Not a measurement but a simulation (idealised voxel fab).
The process module presented herein is designated voxel air gaps.
250 nm wide, 5 nm square cells: that's cross-section cut.
Cross-section = grid of square cells, listed top down in bands; band = one or more rows. A band entry consists of two parts. The first gives the height of the band's top and the height of its bottom, in nm. The rest lists the band's materials from left to right, each with its width in nm. A single material labelled with the word "full width" fills the band from edge to edge, and the word "blank" marks empty space. Beneath 0, the wafer as received is one material, and that level is where height counting begins. The lowest band goes on downward without a bottom; it is written like "0 and below". Think of "30->40" as a width that walks from the first number to the second as you go down the band, top row to bottom row, taking equal-sized steps from row to row. Where the words "no change" appear for a step, the cross-section shows no cell changed by that step; every cell remained as before. Closed-off voids of 8+ cells (no open route to the top) go in "Entrapped voids", written width x height at distance from the left edge, in nm. Note: text after step settings on the step line = simulator remark on that step. A step's line can hold "overlay nm"; with a mask on that step, the setting says how far right of the planned place the mask lay, while a negative setting says it lay to the left.
The process steps that were planned are listed below:
- 1: RECEIVE,material Si
- 2: CONFORMAL_DEP,material SiO2,thk nm 15
- 3: CONFORMAL_DEP,material SiCN,thk nm 5
- 4: DIRECTIONAL_DEP,material SiO2,thk nm 30
- 5: MASKED_ETCH,tone open,mask id LINES,width nm 20,pitch nm 50,etch materials SiO2,depth nm 30,overlay nm 0
- 6: CONFORMAL_DEP,material TiN,thk nm 5
- 7: FILL_DEP,material W,thk nm 10
- 8: CMP,height nm 50
- 9: EPI,material Ru,thk nm 10
- 10: SELECTIVE_ETCH,etch materials SiO2,depth nm 40
- 11: CONFORMAL_DEP,material SiCN,thk nm 5
So this is the incoming wafer in cross-section - it's already been through step 1:
> 0 and below: Si full width
> Entrapped voids: none
Post-module cross-section: identical start and plan to those above, one misstep in execution:
> 60 down to 55: blank: 25, SiCN: 200, blank: 25
> 55 down to 45: blank: 25, SiCN: 5, Ru: 40, SiCN: 10, Ru: 40, SiCN: 10, Ru: 40, SiCN: 10, Ru: 40, SiCN: 5, blank: 25
> 45 down to 40: blank: 25, SiCN: 15, TiN: 5, W: 10, TiN: 5, SiCN: 30, TiN: 5, W: 10, TiN: 5, SiCN: 30, TiN: 5, W: 10, TiN: 5, SiCN: 30, TiN: 5, W: 10, TiN: 5, SiCN: 15, blank: 25
> 40 down to 25: blank: 35, SiCN: 5, TiN: 5, W: 10, TiN: 5, SiCN: 5, blank: 20, SiCN: 5, TiN: 5, W: 10, TiN: 5, SiCN: 5, blank: 20, SiCN: 5, TiN: 5, W: 10, TiN: 5, SiCN: 5, blank: 20, SiCN: 5, TiN: 5, W: 10, TiN: 5, SiCN: 5, blank: 35
> 25 down to 20: SiCN: 40, TiN: 20, SiCN: 30, TiN: 20, SiCN: 30, TiN: 20, SiCN: 30, TiN: 20, SiCN: 40
> 20 down to 15: SiCN full width
> 15 down to 0: SiO2 full width
> 0 and below: Si full width
> Entrapped voids: 20 x 15 at 65; 20 x 15 at 115; 20 x 15 at 165
what went wrong: for step 8, the planned setting was not used; the step was instead run as CMP,height nm 45
